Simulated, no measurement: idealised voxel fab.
process module | voxel spacer lines
Square cell edge 5 nm, section width 295 nm, ID cut.
In this document a cross-section is written as a grid of square cells. It is given as a series of bands, listed from the top down, and a band is one or more rows of cells. Top height, bottom height, nm. Materials left to right, width each, nm. Single material + "edge to edge" = fills band edge to edge. "blank" = empty. Heights are reckoned from 0. Under this level, the received wafer is all of one material. The bottommost band is open-ended downward, for example "z 0 and below". The expression "30..40" gives the width at the extremes of the band, the first number at its top row of cells and the second at its bottom row, with the width changing by equal amounts from each row to the next in between. The cross-section has no changed cell in any step marked "changes: none". Empty spaces counting at least 8 cells and having no open way to the top are listed in "Catalogued sealed voids". The notation width x height at distance is used for each, the distance being from the left edge and all three values in nm. Where a step's line continues beyond its settings, the continuation is a remark by the simulator itself on that step. The optional step-line setting "overlay nm" applies to steps with a mask and quantifies how far to the right of its planned location the mask lay, a negative value indicating leftward placement.

**Process steps (planned)**
1 RECEIVE | material Si
2 CONFORMAL_DEP | material Al2O3 | thk nm 10
3 DIRECTIONAL_DEP | material SiN | thk nm 20
4 DIRECTIONAL_DEP | material aC | thk nm 30
5 PATTERN | tone cover | mask id MANDREL | material resist | width nm 15 | pitch nm 60 | thk nm 40 | overlay nm 0
6 DIRECTIONAL_ETCH | etch materials aC | depth nm 30
7 STRIP | etch materials resist
8 CONFORMAL_DEP | material SiO2 | thk nm 15
9 DIRECTIONAL_ETCH | etch materials SiO2 | depth nm 15
10 STRIP | etch materials aC
11 DIRECTIONAL_ETCH | etch materials SiN | depth nm 20
12 STRIP | etch materials SiO2
13 FILL_DEP | material SiO2 | thk nm 10
14 CMP | height nm 30

**Cross-section of the incoming wafer, state after step 1**
  z 0 and below: Si edge to edge
  Catalogued sealed voids: none

**Here's the wafer cut in cross-section after the module, started and planned just like above, except one thing was done wrong in the run**
  z 30 to 10: aC=65, SiN=15, aC=15, SiN=15, aC=15, SiN=15, aC=15, SiN=15, aC=15, SiN=15, aC=15, SiN=15, aC=65
  z 10 to 0: Al2O3 edge to edge
  z 0 and below: Si edge to edge
  Catalogued sealed voids: none
The mistake made against the process plan was this: step 13 did not use the planned setting and instead ran as FILL_DEP | material aC | thk nm 10
